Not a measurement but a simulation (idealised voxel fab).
process module | voxel ribs on slabs
cross-section cut | 290 nm wide | cells 5 nm
A cross-section is a grid of square cells, given in bands from the top down. A band is one or more rows of cells.
Each band's line starts with the height of the band's top and of its bottom, in nm. Then come its materials from left to right, each with its width in nm. One material with "throughout" fills the band from edge to edge. "air" is empty space.
Height 0 is the level under which the wafer as received is all one material. The lowest band goes on downwards, as in "0 down".
A width such as "30 to 40" changes by the same amount from each row of cells to the next, from the band's top row to its bottom row.
"no change" after a step means that no cell of the cross-section changed.
closed voids: empty space of 8 cells or more with no open way to the top, each as width x height at its distance from the left edge, in nm
after a step's settings: what the simulator itself notes on the step
overlay nm, on a step with a mask: how far to the right of its planned place the mask lay; to the left if negative
plan
1 op RECEIVE | material Si
2 op DIRECTIONAL_DEP | material SiO2 | thk nm 20
3 op DIRECTIONAL_DEP | material polySi | thk nm 15
4 op MASKED_ETCH | tone cover | mask id RIB | width nm 20 | etch materials polySi | depth nm 10 | overlay nm 0
5 op MASKED_ETCH | tone cover | mask id SLAB | width nm 60 | etch materials polySi | depth nm 5 | overlay nm 0
6 op FILL_DEP | material SiO2 | thk nm 25
7 op CMP | height nm 55
8 op DIRECTIONAL_DEP | material TiN | thk nm 10
9 op DIRECTIONAL_DEP | material aC | thk nm 15
10 op PATTERN | tone cover | mask id HEATER | material resist | width nm 30 | thk nm 30 | overlay nm -15
11 op DIRECTIONAL_ETCH | etch materials aC | depth nm 15
12 op STRIP | etch materials resist
13 op DIRECTIONAL_ETCH | etch materials TiN | depth nm 10
14 op STRIP | etch materials aC
15 op CONFORMAL_DEP | material SiO2 | thk nm 5
varied across the wafers: overlay nm of step 10. The plan shows the first wafer's value. All wafers start alike
first wafer as received, after step 1
  0 down: Si throughout
  closed voids: none
each wafer at the end: cells of each material gained (+) or lost (-) since it was received, then its closed voids
overlay nm -15 | +680 SiO2 | +12 TiN | +20 polySi | closed voids: none
overlay nm -10 | +680 SiO2 | +12 TiN | +20 polySi | closed voids: none
overlay nm -5 | +680 SiO2 | +12 TiN | +20 polySi | closed voids: none
overlay nm 0 | +680 SiO2 | +12 TiN | +20 polySi | closed voids: none
overlay nm 5 | +680 SiO2 | +12 TiN | +20 polySi | closed voids: none
overlay nm 10 | +680 SiO2 | +12 TiN | +20 polySi | closed voids: none
overlay nm 15 | +680 SiO2 | +12 TiN | +20 polySi | closed voids: none
